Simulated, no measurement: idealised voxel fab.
process module | voxel air gaps
cross-section cut | 255 nm wide | cells 5 nm
A cross-section is a grid of square cells, given in bands from the top down. A band is one or more rows of cells.
Each band's line starts with the height of the band's top and of its bottom, in nm. Then come its materials from left to right, each with its width in nm. One material with "throughout" fills the band from edge to edge. "air" is empty space.
Height 0 is the level under which the wafer as received is all one material. The lowest band goes on downwards, as in "0 down".
A width such as "30 to 40" changes by the same amount from each row of cells to the next, from the band's top row to its bottom row.
"no change" after a step means that no cell of the cross-section changed.
closed voids: empty space of 8 cells or more with no open way to the top, each as width x height at its distance from the left edge, in nm
after a step's settings: what the simulator itself notes on the step
overlay nm, on a step with a mask: how far to the right of its planned place the mask lay; to the left if negative
plan
1 op RECEIVE | material Si
2 op CONFORMAL_DEP | material SiO2 | thk nm 15
3 op CONFORMAL_DEP | material SiCN | thk nm 5
4 op DIRECTIONAL_DEP | material lowk | thk nm 30
5 op MASKED_ETCH | tone open | mask id LINES | width nm 20 | pitch nm 45 | etch materials lowk | depth nm 30 | overlay nm 0
6 op CONFORMAL_DEP | material TiN | thk nm 5
7 op FILL_DEP | material W | thk nm 10
8 op CMP | height nm 50
9 op EPI | material Ru | thk nm 10
10 op SELECTIVE_ETCH | etch materials lowk | depth nm 40
11 op CONFORMAL_DEP | material SiCN | thk nm 5
first wafer, as planned
as received, after step 1
  0 down: Si throughout
  closed voids: none
after step 2
  15 to 0: SiO2 throughout
  below 0: unchanged
after step 3
  20 to 15: SiCN throughout
  below 15: unchanged
after step 4
  50 to 20: lowk throughout
  below 20: unchanged
after step 5
  50 to 20: lowk 70 | air 20 | lowk 25 | air 20 | lowk 25 | air 20 | lowk 75
  below 20: unchanged
after step 6
  55 to 50: TiN 75 | air 10 | TiN 35 | air 10 | TiN 35 | air 10 | TiN 80
  50 to 25: lowk 70 | TiN 5 | air 10 | TiN 5 | lowk 25 | TiN 5 | air 10 | TiN 5 | lowk 25 | TiN 5 | air 10 | TiN 5 | lowk 75
  25 to 20: lowk 70 | TiN 20 | lowk 25 | TiN 20 | lowk 25 | TiN 20 | lowk 75
  below 20: unchanged
after step 7
  65 to 55: W throughout
  55 to 50: TiN 75 | W 10 | TiN 35 | W 10 | TiN 35 | W 10 | TiN 80
  50 to 25: lowk 70 | TiN 5 | W 10 | TiN 5 | lowk 25 | TiN 5 | W 10 | TiN 5 | lowk 25 | TiN 5 | W 10 | TiN 5 | lowk 75
  below 25: unchanged
after step 8
  50 to 25: lowk 70 | TiN 5 | W 10 | TiN 5 | lowk 25 | TiN 5 | W 10 | TiN 5 | lowk 25 | TiN 5 | W 10 | TiN 5 | lowk 75
  below 25: unchanged
after step 9
  60 to 50: air 60 | Ru 40 | air 5 | Ru 40 | air 5 | Ru 40 | air 65
  below 50: unchanged
after step 10
  60 to 50: air 60 | Ru 40 | air 5 | Ru 40 | air 5 | Ru 40 | air 65
  50 to 25: air 70 | TiN 5 | W 10 | TiN 5 | air 25 | TiN 5 | W 10 | TiN 5 | air 25 | TiN 5 | W 10 | TiN 5 | air 75
  25 to 20: air 70 | TiN 20 | air 25 | TiN 20 | air 25 | TiN 20 | air 75
  below 20: unchanged
after step 11
  65 to 60: air 55 | SiCN 140 | air 60
  60 to 50: air 55 | SiCN 5 | Ru 40 | SiCN 5 | Ru 40 | SiCN 5 | Ru 40 | SiCN 5 | air 60
  50 to 45: air 55 | SiCN 15 | TiN 5 | W 10 | TiN 5 | SiCN 25 | TiN 5 | W 10 | TiN 5 | SiCN 25 | TiN 5 | W 10 | TiN 5 | SiCN 15 | air 60
  45 to 25: air 65 | SiCN 5 | TiN 5 | W 10 | TiN 5 | SiCN 5 | air 15 | SiCN 5 | TiN 5 | W 10 | TiN 5 | SiCN 5 | air 15 | SiCN 5 | TiN 5 | W 10 | TiN 5 | SiCN 5 | air 70
  25 to 20: SiCN 70 | TiN 20 | SiCN 25 | TiN 20 | SiCN 25 | TiN 20 | SiCN 75
  below 20: unchanged
  closed voids: 15 x 20 at 95; 15 x 20 at 140
second wafer: like start, like plan, one mistake. Through step 8 it matches the first wafer
when step 9 should have ended
  70 to 50: air 50 | Ru 150 | air 55
  below 50: unchanged
when step 10 should have ended
  70 to 50: air 50 | Ru 150 | air 55
  50 to 25: air 70 | TiN 5 | W 10 | TiN 5 | lowk 25 | TiN 5 | W 10 | TiN 5 | lowk 25 | TiN 5 | W 10 | TiN 5 | air 75
  25 to 20: air 70 | TiN 20 | lowk 25 | TiN 20 | lowk 25 | TiN 20 | air 75
  below 20: unchanged
when step 11 should have ended
  75 to 70: air 45 | SiCN 160 | air 50
  70 to 50: air 45 | SiCN 5 | Ru 150 | SiCN 5 | air 50
  50 to 45: air 45 | SiCN 25 | TiN 5 | W 10 | TiN 5 | lowk 25 | TiN 5 | W 10 | TiN 5 | lowk 25 | TiN 5 | W 10 | TiN 5 | SiCN 25 | air 50
  45 to 25: air 65 | SiCN 5 | TiN 5 | W 10 | TiN 5 | lowk 25 | TiN 5 | W 10 | TiN 5 | lowk 25 | TiN 5 | W 10 | TiN 5 | SiCN 5 | air 70
  25 to 20: SiCN 70 | TiN 20 | lowk 25 | TiN 20 | lowk 25 | TiN 20 | SiCN 75
  below 20: unchanged
what went wrong: step 9 was run twice
at the end the second wafer has, in cells: 72 more of Ru | 28 fewer of SiCN | 60 more of lowk
closed voids at the end (first wafer, second wafer): 2, 0
